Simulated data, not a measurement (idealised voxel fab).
process module | voxel released beams
cross-section cut | 280 nm wide | cells 5 nm
A cross-section is a grid of square cells, given in bands from the top down. A band is one or more rows of cells.
Each band's line starts with the height of the band's top and of its bottom, in nm. Then come its materials from left to right, each with its width in nm. One material with "throughout" fills the band from edge to edge. "air" is empty space.
Height 0 is the level under which the wafer as received is all one material. The lowest band goes on downwards, as in "0 down".
A width such as "30 to 40" changes by the same amount from each row of cells to the next, from the band's top row to its bottom row.
"no change" after a step means that no cell of the cross-section changed.
closed voids: empty space of 8 cells or more with no open way to the top, each as width x height at its distance from the left edge, in nm
after a step's settings: what the simulator itself notes on the step
overlay nm, on a step with a mask: how far to the right of its planned place the mask lay; to the left if negative
plan
1 op RECEIVE | material Si
2 op CONFORMAL_DEP | material Al2O3 | thk nm 10
3 op DIRECTIONAL_DEP | material SiO2 | thk nm 15
4 op MASKED_ETCH | tone open | mask id ANCHOR | width nm 25 | etch materials SiO2 | depth nm 15 | overlay nm 0
5 op CONFORMAL_DEP | material W | thk nm 10
6 op DIRECTIONAL_DEP | material aC | thk nm 15
7 op PATTERN | tone cover | mask id BEAM | material resist | width nm 105 | thk nm 35 | overlay nm 0
8 op DIRECTIONAL_ETCH | etch materials aC | depth nm 15
9 op STRIP | etch materials resist
10 op DIRECTIONAL_ETCH | etch materials W | depth nm 10
11 op STRIP | etch materials aC
12 op STRIP | etch materials SiO2
as received, after step 1
  0 down: Si throughout
  closed voids: none
a wafer at the end: this start, this plan, one mistake
  35 to 25: air 85 | W 105 | air 90
  25 to 15: Al2O3 throughout
  15 to 0: SiO2 throughout
  0 down: Si throughout
  closed voids: none
what went wrong: steps 2 and 3 were swapped
